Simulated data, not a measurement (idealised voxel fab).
This is a process module. Its name is voxel released beams.
Pictured: cross-section cut, 280 nm wide, on a grid of 5 nm square cells.
Throughout this document, each cross-section is represented as a grid of square cells and is presented as a sequence of bands enumerated from the top downward, where a band comprises one or more rows of cells.
Band entry format. Leading values: height of top, height of bottom, nm. Remainder: materials in left-to-right order, each with its width in nm. Special words: "full width" on a single material, which then fills the band edge to edge; "air", empty space.
Convention: height 0 is the level below which the wafer, as received, is all one material. The lowest band does not terminate at the bottom but continues downward, represented as "0 down".
So if you see something like "30->40" for the width, read it as the top row of the band sitting at the first number and the bottom row at the second, with every row in between moving by the same amount as the last.
Basically "identical to before" means that step didn't change any cell in the cross-section.
For the entry "Unvented cavities", the listed items are empty spaces with no open way to the top whose size is 8 cells or more; each item follows the pattern width x height at distance, where distance is from the left edge and all three are in nm.
On each step's line, the part that comes after the settings is the simulator's own comment on the step.
overlay nm: for a step with a mask, the amount by which the mask lay right of where it was planned; a negative amount means left of it.

## The process steps that were planned are listed below
1. RECEIVE with material Si
2. CONFORMAL_DEP with material Al2O3, thk nm 10
3. DIRECTIONAL_DEP with material SiO2, thk nm 20
4. PATTERN with tone open, mask id ANCHOR, material resist, width nm 25, thk nm 20, overlay nm 0
5. DIRECTIONAL_ETCH with etch materials SiO2, depth nm 20
6. STRIP with etch materials resist
7. CONFORMAL_DEP with material SiN, thk nm 10
8. DIRECTIONAL_DEP with material aC, thk nm 10
9. PATTERN with tone cover, mask id BEAM, material resist, width nm 70, thk nm 30, overlay nm -15
10. DIRECTIONAL_ETCH with etch materials aC, depth nm 10
11. STRIP with etch materials resist
12. DIRECTIONAL_ETCH with etch materials SiN, depth nm 10
13. STRIP with etch materials aC
14. STRIP with etch materials SiO2
Split variable: overlay nm, step 9. Plan value = first wafer. Wafers start alike.

## Cross-section of the first of several received wafers, showing its state after step 1
> 0 down: Si full width
> Unvented cavities: none

## Cross-section, first of several wafers, end of module, after last step 14
> 40 to 30: air=85; SiN=30; air=5; SiN=35; air=125
> 30 to 20: air=105; SiN=10; air=5; SiN=10; air=150
> 20 to 10: air=105; SiN=25; air=150
> 10 to 0: Al2O3 full width
> 0 down: Si full width
> Unvented cavities: none

## last wafer at the end
> 40 to 30: air=120; SiN=65; air=95
> 30 to 20: air=105; SiN=10; air=5; SiN=10; air=150
> 20 to 10: air=105; SiN=25; air=150
> 10 to 0: Al2O3 full width
> 0 down: Si full width
> Unvented cavities: none

## Quick key for the table: a row per wafer, taken at the end of the module. For each material it tells you how many cells the wafer gained (+) or lost (-) since it came in, and the closed voids come after
overlay nm -15; +112 Al2O3; +44 SiN; Unvented cavities: none
overlay nm -10; +112 Al2O3; +44 SiN; Unvented cavities: none
overlay nm -5; +112 Al2O3; +44 SiN; Unvented cavities: none
overlay nm 0; +112 Al2O3; +44 SiN; Unvented cavities: none
overlay nm 5; +112 Al2O3; +44 SiN; Unvented cavities: none
overlay nm 10; +112 Al2O3; +44 SiN; Unvented cavities: none
overlay nm 15; +112 Al2O3; +44 SiN; Unvented cavities: none
